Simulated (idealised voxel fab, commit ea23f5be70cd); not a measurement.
Process module in this document: voxel transistor to metal
Section shown: cut. Width: 195 nm. Cell size: 5 nm, square.
When this document writes out a cross-section, it uses a grid of square cells and lists it as bands, beginning at the top and moving down, with a band standing for one or more rows of cells.
The entry gives the band's vertical extent as a top height and a bottom height in nm, then its horizontal make-up as materials from left to right, each with a width in nm. "blank" stands for empty space; a single material marked "edge to edge" fills the band edge to edge.
Counting heights begins at 0, where everything beneath is, in the wafer as received, one material. The lowest band has no bottom; it goes on downwards, as "top 0, no bottom" shows.
Note: "30->40" means the width goes from the first number (top row of the band) to the second number (bottom row) in equal steps per row of cells.
For the purposes of this document, the phrase "identical to before" attached to a step denotes that no cell within the cross-section was modified by that step.
The entry "Closed void roster" lists the empty spaces that cover at least 8 cells and have no open path to the top. Each is written as width x height at distance, where the distance is measured from the left edge and all three values are in nm.
after a step's settings: what the simulator itself notes on the step
The optional step-line setting "overlay nm" applies to steps with a mask and quantifies how far to the right of its planned location the mask lay, a negative value indicating leftward placement.

## This section lists the process steps that were planned
1. RECEIVE: material Si
2. CONFORMAL_DEP: material SiO2, thk nm 5
3. CONFORMAL_DEP: material SiN, thk nm 15
4. PATTERN: tone cover, mask id ACTIVE, material resist, width nm 115, thk nm 15, overlay nm 0
5. DIRECTIONAL_ETCH: etch materials SiN, depth nm 15
6. DIRECTIONAL_ETCH: etch materials SiO2, depth nm 5
7. DIRECTIONAL_ETCH: etch materials Si, depth nm 35
8. STRIP: etch materials resist
9. OXIDIZE: depth nm 5
10. FILL_DEP: material SiO2, thk nm 5
11. CMP: height nm 20
12. SELECTIVE_ETCH: etch materials SiO2, depth nm 10
13. STRIP: etch materials SiN
14. SELECTIVE_ETCH: etch materials SiO2, depth nm 5
15. OXIDIZE: depth nm 5
16. DIRECTIONAL_DEP: material polySi, thk nm 30
17. DIRECTIONAL_DEP: material SiCN, thk nm 15
18. PATTERN: tone cover, mask id GATE, material resist, width nm 35, thk nm 15, overlay nm 0
19. DIRECTIONAL_ETCH: etch materials SiCN, depth nm 25
20. DIRECTIONAL_ETCH: etch materials polySi, depth nm 40
21. STRIP: etch materials resist
22. CONFORMAL_DEP: material SiN, thk nm 5
23. DIRECTIONAL_ETCH: etch materials SiN, depth nm 5
24. DIRECTIONAL_ETCH: etch materials SiO2, depth nm 5
25. DIRECTIONAL_ETCH: etch materials Si, depth nm 15
26. EPI: material nSi, thk nm 20
27. FILL_DEP: material SiO2, thk nm 5
28. CMP: height nm 30
29. STRIP: etch materials polySi
30. SELECTIVE_ETCH: etch materials SiO2, depth nm 5
31. CONFORMAL_DEP: material HfO2, thk nm 5
32. CONFORMAL_DEP: material TiN, thk nm 5
33. FILL_DEP: material W, thk nm 10
34. CMP: height nm 25
35. DIRECTIONAL_DEP: material SiO2, thk nm 15
36. DIRECTIONAL_DEP: material aC, thk nm 15
37. PATTERN: tone open, mask id CONTACT, material resist, width nm 15, pitch nm 90, thk nm 35, overlay nm 0
38. DIRECTIONAL_ETCH: etch materials aC, depth nm 15
39. STRIP: etch materials resist
40. DIRECTIONAL_ETCH: etch materials SiO2, depth nm 40
41. STRIP: etch materials aC
42. CONFORMAL_DEP: material TiN, thk nm 5
43. FILL_DEP: material W, thk nm 5
44. CMP: height nm 40
45. CONFORMAL_DEP: material SiCN, thk nm 5
46. DIRECTIONAL_DEP: material SiO2, thk nm 20
47. PATTERN: tone open, mask id METAL_1, material resist, width nm 15, pitch nm 90, thk nm 20, overlay nm 0
48. DIRECTIONAL_ETCH: etch materials SiO2, depth nm 20
49. DIRECTIONAL_ETCH: etch materials SiCN, depth nm 5
50. STRIP: etch materials resist
51. CONFORMAL_DEP: material TiN, thk nm 5
52. FILL_DEP: material Cu, thk nm 10
53. CMP: height nm 65
54. EPI: material Ru, thk nm 5
55. FILL_DEP: material SiCN, thk nm 5
56. DIRECTIONAL_DEP: material SiO2, thk nm 25
57. PATTERN: tone open, mask id METAL_2, material resist, width nm 15, pitch nm 90, thk nm 20, overlay nm 0
58. DIRECTIONAL_ETCH: etch materials SiO2, depth nm 15
59. STRIP: etch materials resist
60. MASKED_ETCH: tone open, mask id METAL_2_HOLES, width nm 15, pitch nm 90, etch materials SiO2, depth nm 10, overlay nm 0
61. MASKED_ETCH: tone open, mask id METAL_2_HOLES, width nm 15, pitch nm 90, etch materials SiCN, depth nm 5, overlay nm 0
62. CONFORMAL_DEP: material TiN, thk nm 5
63. FILL_DEP: material Cu, thk nm 10
64. CMP: height nm 100
65. CONFORMAL_DEP: material SiN, thk nm 5

## Cross-sectional view of the wafer in its as-received condition, corresponding to the state after step 1
  top 0, no bottom = Si edge to edge
  Closed void roster: none

## Cross-section at module end, one run error; start and plan unchanged from above
  top 105, bottom 100 = SiN edge to edge
  top 100, bottom 75 = 45 of SiO2, 5 of TiN, 5 of Cu, 5 of TiN, 75 of SiO2, 5 of TiN, 5 of Cu, 5 of TiN, 45 of SiO2
  top 75, bottom 70 = 45 of SiCN, 15 of TiN, 75 of SiCN, 15 of TiN, 45 of SiCN
  top 70, bottom 65 = 40 of SiCN, 25 of Ru, 65 of SiCN, 25 of Ru, 40 of SiCN
  top 65, bottom 45 = 45 of SiO2, 5 of TiN, 5 of Cu, 5 of TiN, 75 of SiO2, 5 of TiN, 5 of Cu, 5 of TiN, 45 of SiO2
  top 45, bottom 40 = 45 of SiCN, 15 of TiN, 75 of SiCN, 15 of TiN, 45 of SiCN
  top 40, bottom 25 = 45 of SiO2, 5 of TiN, 5 of W, 5 of TiN, 75 of SiO2, 5 of TiN, 5 of W, 5 of TiN, 45 of SiO2
  top 25, bottom 20 = 45 of SiO2, 5 of TiN, 5 of W, 5 of TiN, 15 of SiO2, 5 of SiN, 5 of TiN, 5 of HfO2, 15 of W, 5 of HfO2, 5 of TiN, 5 of SiN, 15 of SiO2, 5 of TiN, 5 of W, 5 of TiN, 45 of SiO2
  top 20, bottom 15 = 45 of SiO2, 15 of TiN, 15 of SiO2, 5 of SiN, 5 of TiN, 5 of HfO2, 15 of W, 5 of HfO2, 5 of TiN, 5 of SiN, 15 of SiO2, 15 of TiN, 45 of SiO2
  top 15, bottom 5 = 45 of SiO2, 10 of TiN, 20 of nSi, 5 of SiN, 5 of TiN, 5 of HfO2, 15 of W, 5 of HfO2, 5 of TiN, 5 of SiN, 20 of nSi, 10 of TiN, 45 of SiO2
  top 5, bottom 0 = 35 of SiO2, 5 of SiN, 5 of SiO2, 10 of TiN, 20 of nSi, 5 of SiN, 5 of TiN, 25 of HfO2, 5 of TiN, 5 of SiN, 20 of nSi, 10 of TiN, 5 of SiO2, 5 of SiN, 35 of SiO2
  top 0, bottom -5 = 40 of SiO2, 35 of nSi, 45 of TiN, 35 of nSi, 40 of SiO2
  top -5, bottom -20 = 45 of SiO2, 30 of nSi, 45 of Si, 30 of nSi, 45 of SiO2
  top -20, bottom -40 = 45 of SiO2, 105 of Si, 45 of SiO2
  top -40, no bottom = Si edge to edge
  Closed void roster: none
Diagnosis: the intended sequence of steps 31 and 32 was reversed during processing, with each occupying the position of the other
